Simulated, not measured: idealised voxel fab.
process module | voxel transistor to metal
cross-section cut | 215 nm wide | cells 5 nm
A cross-section is a grid of square cells, given in bands from the top down. A band is one or more rows of cells.
Each band's line starts with the height of the band's top and of its bottom, in nm. Then come its materials from left to right, each with its width in nm. One material with "throughout" fills the band from edge to edge. "air" is empty space.
Height 0 is the level under which the wafer as received is all one material. The lowest band goes on downwards, as in "0 down".
A width such as "30 to 40" changes by the same amount from each row of cells to the next, from the band's top row to its bottom row.
"no change" after a step means that no cell of the cross-section changed.
closed voids: empty space of 8 cells or more with no open way to the top, each as width x height at its distance from the left edge, in nm
after a step's settings: what the simulator itself notes on the step
overlay nm, on a step with a mask: how far to the right of its planned place the mask lay; to the left if negative
plan
1 op RECEIVE | material Si
2 op CONFORMAL_DEP | material SiO2 | thk nm 5
3 op CONFORMAL_DEP | material SiN | thk nm 10
4 op MASKED_ETCH | tone cover | mask id ACTIVE | width nm 105 | etch materials SiN | depth nm 10 | overlay nm 0
5 op MASKED_ETCH | tone cover | mask id ACTIVE | width nm 105 | etch materials SiO2 | depth nm 5 | overlay nm -15
6 op MASKED_ETCH | tone cover | mask id ACTIVE | width nm 105 | etch materials Si | depth nm 20 | overlay nm 0
7 op FILL_DEP | material SiO2 | thk nm 10
8 op CMP | height nm 15
9 op SELECTIVE_ETCH | etch materials SiO2 | depth nm 10
10 op STRIP | etch materials SiN
11 op SELECTIVE_ETCH | etch materials SiO2 | depth nm 5
12 op OXIDIZE | depth nm 5
13 op DIRECTIONAL_DEP | material polySi | thk nm 30
14 op DIRECTIONAL_DEP | material SiCN | thk nm 10
15 op PATTERN | tone cover | mask id GATE | material resist | width nm 25 | thk nm 20 | overlay nm 0
16 op DIRECTIONAL_ETCH | etch materials SiCN | depth nm 20
17 op DIRECTIONAL_ETCH | etch materials polySi | depth nm 40
18 op STRIP | etch materials resist
19 op CONFORMAL_DEP | material SiN | thk nm 5
20 op DIRECTIONAL_ETCH | etch materials SiN | depth nm 5
21 op DIRECTIONAL_ETCH | etch materials SiO2 | depth nm 5
22 op EPI | material pSi | thk nm 5
23 op FILL_DEP | material SiO2 | thk nm 10
24 op CMP | height nm 30
25 op STRIP | etch materials polySi
26 op SELECTIVE_ETCH | etch materials SiO2 | depth nm 5
27 op CONFORMAL_DEP | material HfO2 | thk nm 5
28 op CONFORMAL_DEP | material TiN | thk nm 5
29 op FILL_DEP | material W | thk nm 5
30 op CMP | height nm 25
31 op DIRECTIONAL_DEP | material SiO2 | thk nm 15
32 op PATTERN | tone open | mask id CONTACT | material resist | width nm 15 | pitch nm 70 | thk nm 15 | overlay nm 0
33 op DIRECTIONAL_ETCH | etch materials SiO2 | depth nm 40
34 op STRIP | etch materials resist
35 op CONFORMAL_DEP | material TiN | thk nm 5
36 op FILL_DEP | material Ru | thk nm 5
37 op CMP | height nm 40
38 op DIRECTIONAL_DEP | material TiN | thk nm 5
39 op DIRECTIONAL_DEP | material W | thk nm 15
40 op DIRECTIONAL_DEP | material aC | thk nm 15
41 op PATTERN | tone cover | mask id METAL_1 | material resist | width nm 15 | pitch nm 70 | thk nm 35 | overlay nm 0
42 op DIRECTIONAL_ETCH | etch materials aC | depth nm 15
43 op STRIP | etch materials resist
44 op DIRECTIONAL_ETCH | etch materials W | depth nm 15
45 op DIRECTIONAL_ETCH | etch materials TiN | depth nm 5
46 op STRIP | etch materials aC
47 op CONFORMAL_DEP | material SiCN | thk nm 5
48 op FILL_DEP | material lowk | thk nm 5
49 op CMP | height nm 60
50 op CONFORMAL_DEP | material SiN | thk nm 5
varied across the wafers: overlay nm of step 5. The plan shows the first wafer's value. All wafers start alike
first wafer as received, after step 1
  0 down: Si throughout
  closed voids: none
first wafer at the end, after step 50
  65 to 60: SiN throughout
  60 to 45: lowk 60 | SiCN 5 | W 15 | SiCN 5 | lowk 45 | SiCN 5 | W 15 | SiCN 5 | lowk 60
  45 to 40: SiCN 65 | TiN 15 | SiCN 55 | TiN 15 | SiCN 65
  40 to 25: SiO2 65 | TiN 5 | Ru 5 | TiN 5 | SiO2 55 | TiN 5 | Ru 5 | TiN 5 | SiO2 65
  25 to 5: SiO2 65 | TiN 5 | Ru 5 | TiN 5 | SiO2 10 | SiN 5 | HfO2 5 | TiN 5 | W 5 | TiN 5 | HfO2 5 | SiN 5 | SiO2 10 | TiN 5 | Ru 5 | TiN 5 | SiO2 65
  5 to 0: SiO2 65 | TiN 15 | SiO2 10 | SiN 5 | HfO2 5 | TiN 15 | HfO2 5 | SiN 5 | SiO2 10 | TiN 15 | SiO2 65
  0 to -5: SiO2 35 | pSi 55 | HfO2 35 | pSi 40 | SiO2 50
  -5 to -20: SiO2 40 | Si 120 | SiO2 55
  -20 down: Si throughout
  closed voids: none
last wafer at the end
  65 to 60: SiN throughout
  60 to 45: lowk 60 | SiCN 5 | W 15 | SiCN 5 | lowk 45 | SiCN 5 | W 15 | SiCN 5 | lowk 60
  45 to 40: SiCN 65 | TiN 15 | SiCN 55 | TiN 15 | SiCN 65
  40 to 25: SiO2 65 | TiN 5 | Ru 5 | TiN 5 | SiO2 55 | TiN 5 | Ru 5 | TiN 5 | SiO2 65
  25 to 5: SiO2 65 | TiN 5 | Ru 5 | TiN 5 | SiO2 10 | SiN 5 | HfO2 5 | TiN 5 | W 5 | TiN 5 | HfO2 5 | SiN 5 | SiO2 10 | TiN 5 | Ru 5 | TiN 5 | SiO2 65
  5 to 0: SiO2 65 | TiN 15 | SiO2 10 | SiN 5 | HfO2 5 | TiN 15 | HfO2 5 | SiN 5 | SiO2 10 | TiN 15 | SiO2 65
  0 to -5: SiO2 50 | pSi 40 | HfO2 35 | pSi 55 | SiO2 35
  -5 to -20: SiO2 55 | Si 120 | SiO2 40
  -20 down: Si throughout
  closed voids: none
each wafer at the end: cells of each material gained (+) or lost (-) since it was received, then its closed voids
overlay nm -15 | +17 HfO2 | +14 Ru | -100 Si | +49 SiCN | +53 SiN | +335 SiO2 | +51 TiN | +22 W | +99 lowk | +19 pSi | closed voids: none
overlay nm -10 | +17 HfO2 | +14 Ru | -103 Si | +49 SiCN | +53 SiN | +339 SiO2 | +51 TiN | +22 W | +99 lowk | +18 pSi | closed voids: none
overlay nm -5 | +17 HfO2 | +14 Ru | -106 Si | +49 SiCN | +53 SiN | +343 SiO2 | +51 TiN | +22 W | +99 lowk | +17 pSi | closed voids: none
overlay nm 0 | +17 HfO2 | +14 Ru | -109 Si | +49 SiCN | +53 SiN | +347 SiO2 | +51 TiN | +22 W | +99 lowk | +16 pSi | closed voids: none
overlay nm 5 | +17 HfO2 | +14 Ru | -106 Si | +49 SiCN | +53 SiN | +343 SiO2 | +51 TiN | +22 W | +99 lowk | +17 pSi | closed voids: none
overlay nm 10 | +17 HfO2 | +14 Ru | -103 Si | +49 SiCN | +53 SiN | +339 SiO2 | +51 TiN | +22 W | +99 lowk | +18 pSi | closed voids: none
overlay nm 15 | +17 HfO2 | +14 Ru | -100 Si | +49 SiCN | +53 SiN | +335 SiO2 | +51 TiN | +22 W | +99 lowk | +19 pSi | closed voids: none
